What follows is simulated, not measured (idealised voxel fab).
Process module heading - voxel tone inversion
The width of the displayed cross-section, cut, is 160 nm; its cells are square, with a size of 5 nm.
Square cells in a grid make up a cross-section in this document, and the grid is given as bands, listed from the top down, each one or more rows of cells.
Heads up on the band format: heights come first, top then bottom, in nm. After that it's the materials left to right, each with its width in nm. A single material flagged "all across" fills the whole band edge to edge, and "air" means there's empty space there.
The level at which height equals 0 is the one under which the wafer, as it arrives, is entirely one material. No lower edge exists for the bottom band, which continues downward and is notated as in "0 down".
The expression "30->40" gives the width at the extremes of the band, the first number at its top row of cells and the second at its bottom row, with the width changing by equal amounts from each row to the next in between.
"identical to before", as given for a step, is the statement that not any cell of the cross-section underwent a change during that step.
The entry "Voids, enclosed" lists the empty spaces that cover at least 8 cells and have no open path to the top. Each is written as width x height at distance, where the distance is measured from the left edge and all three values are in nm.
Anything after a step's settings on that line? It's the simulator's own note about the step.
"overlay nm" answers the question of how far to the right of plan the mask lay on a step that has a mask, and when it is negative the answer is to the left.
So here's the lineup of process steps we planned:
- 1: op RECEIVE | material Si
- 2: op CONFORMAL_DEP | material SiCN | thk nm 5
- 3: op DIRECTIONAL_DEP | material aC | thk nm 15
- 4: op PATTERN | tone cover | mask id POSTS | material resist | width nm 20 | pitch nm 35 | thk nm 25 | overlay nm 0
- 5: op DIRECTIONAL_ETCH | etch materials aC | depth nm 15
- 6: op STRIP | etch materials resist
- 7: op FILL_DEP | material SiO2 | thk nm 10
- 8: op CMP | height nm 20
- 9: op STRIP | etch materials aC
Cross-section of the incoming wafer, state after step 1:
0 down = Si all across
Voids, enclosed: none
First of two wafers at the end of the module, shown in cross-section; run carried out as planned:
20 to 5 = 15 SiO2 / 20 air / 15 SiO2 / 20 air / 15 SiO2 / 20 air / 15 SiO2 / 20 air / 20 SiO2
5 to 0 = SiCN all across
0 down = Si all across
Voids, enclosed: none
Presented here is a cross-section of the second of the two wafers as it stood at the end of the module. It was started in the same manner and assigned the same plan as the first wafer; however, one mistake was made in its execution:
20 to 15 = SiCN all across
15 to 0 = aC all across
0 down = Si all across
Voids, enclosed: none
It is concluded that the wafer was processed incorrectly with respect to the plan, in that steps 2 and 3 traded places in the executed sequence
Materials where the second wafer ends with more or fewer cells than the first: SiO2 -48 | aC +96
